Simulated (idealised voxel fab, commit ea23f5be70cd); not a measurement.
Presented below is a process module, voxel self aligned contacts.
FYI the section here is cut, 210 nm wide, cells are 5 nm squares.
Just so we're on the same page, the cross-sections are grids of square cells, and they're listed out in bands top to bottom, each band one or more rows deep.
The band entry comprises the height of the band's top followed by the height of its bottom, expressed in nm, and subsequently the band's materials from left to right, each stated together with its width in nm. Where a single material is marked with the word "throughout", that material fills the band from edge to edge. The word "empty" represents empty space.
Ref level 0: as-received wafer is one material below here. Bottom band extends down with no lower bound ("0 -> down").
The expression "30..40" gives the width at the extremes of the band, the first number at its top row of cells and the second at its bottom row, with the width changing by equal amounts from each row to the next in between.
Step note "everything unchanged" = no cross-section cell changed.
You'll see "Closed void inventory" listing empty spaces that have no way open to the top, as long as they're 8 cells or more; the notation is width x height at distance, where the distance is from the left edge, and all of it is in nm.
Formally, on a step line, whatever follows the settings is a remark that the simulator itself makes on the step.
What "overlay nm" on a step's line means: if the step has a mask, that mask lay this far to the right of its planned place, or, when the value is negative, to the left.
## The process steps that were planned are listed below
1: op RECEIVE | material Si
2: op CONFORMAL_DEP | material SiO2 | thk nm 5
3: op DIRECTIONAL_DEP | material polySi | thk nm 30
4: op DIRECTIONAL_DEP | material SiN | thk nm 15
5: op MASKED_ETCH | tone cover | mask id GATE | width nm 30 | pitch nm 55 | etch materials SiN | depth nm 15 | overlay nm 0
6: op MASKED_ETCH | tone cover | mask id GATE | width nm 30 | pitch nm 55 | etch materials polySi | depth nm 30 | overlay nm 0
7: op CONFORMAL_DEP | material SiN | thk nm 5
8: op DIRECTIONAL_ETCH | etch materials SiN | depth nm 5
9: op FILL_DEP | material SiO2 | thk nm 20
10: op CMP | height nm 60
11: op MASKED_ETCH | tone open | mask id CONTACT | width nm 35 | etch materials SiO2 | depth nm 60 | overlay nm 0
12: op CONFORMAL_DEP | material TiN | thk nm 5
13: op FILL_DEP | material Ru | thk nm 5
14: op CMP | height nm 60
15: op CONFORMAL_DEP | material SiCN | thk nm 5
## Received-state cross-section, reflecting completion of step 1
- 0 -> down | Si throughout
- Closed void inventory: none
## Module complete, cross-section. Starting point and plan per above. One mistake made in running the module
- 65 -> 60 | SiCN throughout
- 60 -> 55 | 85 nm SiO2 | 15 nm TiN | 5 nm Ru | 15 nm TiN | 90 nm SiO2
- 55 -> 40 | 55 nm SiO2 | 40 nm SiN | 5 nm TiN | 5 nm Ru | 5 nm TiN | 40 nm SiN | 60 nm SiO2
- 40 -> 15 | 55 nm SiO2 | 5 nm SiN | 30 nm polySi | 5 nm SiN | 5 nm TiN | 5 nm Ru | 5 nm TiN | 5 nm SiN | 30 nm polySi | 5 nm SiN | 60 nm SiO2
- 15 -> 10 | 55 nm SiO2 | 5 nm SiN | 30 nm polySi | 5 nm SiN | 15 nm TiN | 5 nm SiN | 30 nm polySi | 5 nm SiN | 60 nm SiO2
- 10 -> 5 | polySi throughout
- 5 -> 0 | SiO2 throughout
- 0 -> down | Si throughout
- Closed void inventory: none
So what did we get wrong on this run? step 3 was not run as planned; what actually ran was op DIRECTIONAL_DEP | material polySi | thk nm 35
